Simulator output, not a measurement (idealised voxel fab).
Name of the process module below: voxel fin reveal
Each square cell in cross-section cut measures 5 nm, and the section as a whole is 250 nm wide.
Cross-section layout: square cells on a grid; listed as bands, top to bottom; a band spans one or more cell rows.
Look at the band entry: it leads with the top's height and the bottom's height in nm. Then it lists the materials left to right, with a width in nm for each. The word "edge to edge" on a single material says that material fills the band edge to edge. The word "air" is empty space.
Below 0: as-received wafer, all one material; heights counted from there. Lowest band: no bottom, goes on down, written "0 -> down".
A two-number width, for instance "30 to 40", indicates that the width is equal to the first number in the top row of the band and to the second number in the bottom row, and that it changes by a constant amount per row of cells.
"remains unaltered" -> step changed no cross-section cell.
Reported under the label "Enclosed cavity list" are the empty spaces having no open way to the top and comprising 8 cells or more; the notation for each is width x height at distance, in which the distance is measured from the left edge and all three values are in nm.
It should be noted that, on the line of a given step, the content following the step's settings is a remark produced by the simulator itself with respect to that step.
"overlay nm" answers the question of how far to the right of plan the mask lay on a step that has a mask, and when it is negative the answer is to the left.

plan
- 1: RECEIVE: material Si
- 2: CONFORMAL_DEP: material SiN, thk nm 5
- 3: DIRECTIONAL_DEP: material aC, thk nm 15
- 4: PATTERN: tone cover, mask id FINS, material resist, width nm 15, pitch nm 35, thk nm 30, overlay nm 0
- 5: DIRECTIONAL_ETCH: etch materials aC, depth nm 15
- 6: STRIP: etch materials resist
- 7: DIRECTIONAL_ETCH: etch materials SiN, depth nm 5
- 8: DIRECTIONAL_ETCH: etch materials Si, depth nm 35
- 9: STRIP: etch materials aC
- 10: OXIDIZE: depth nm 5
- 11: FILL_DEP: material SiO2, thk nm 5
- 12: CMP: height nm 5
- 13: SELECTIVE_ETCH: etch materials SiO2, depth nm 20
- 14: STRIP: etch materials SiN
- 15: CONFORMAL_DEP: material SiO2, thk nm 5

Shown in cross-section is the wafer as received, that is, as it stands after step 1
0 -> down = Si edge to edge
Enclosed cavity list: none

Wafer cross-section at module end: first of two, run to plan
5 -> 0 = 100 air / 15 SiO2 / 20 air / 15 SiO2 / 100 air
0 -> -10 = 100 air / 5 SiO2 / 5 Si / 5 SiO2 / 20 air / 5 SiO2 / 5 Si / 5 SiO2 / 100 air
-10 -> -40 = 105 SiO2 / 5 Si / 30 SiO2 / 5 Si / 105 SiO2
-40 -> down = Si edge to edge
Enclosed cavity list: none

Cross-section of the latter of the two wafers at module completion. It had an identical start and an identical plan to the former; in running it, one mistake was made
5 -> 0 = 100 SiO2 / 15 air / 20 SiO2 / 15 air / 100 SiO2
0 -> -10 = 95 Si / 5 SiO2 / 15 air / 5 SiO2 / 10 Si / 5 SiO2 / 15 air / 5 SiO2 / 95 Si
-10 -> -40 = 95 Si / 25 SiO2 / 10 Si / 25 SiO2 / 95 Si
-40 -> down = Si edge to edge
Enclosed cavity list: none
What was the processing mistake? step 4 was run on a setting that differed from the plan, and what really ran there is PATTERN: tone open, mask id FINS, material resist, width nm 15, pitch nm 35, thk nm 30, overlay nm 0
Count the cells at the end and the second wafer has more or fewer of some materials than the first: +304 Si; -190 SiO2
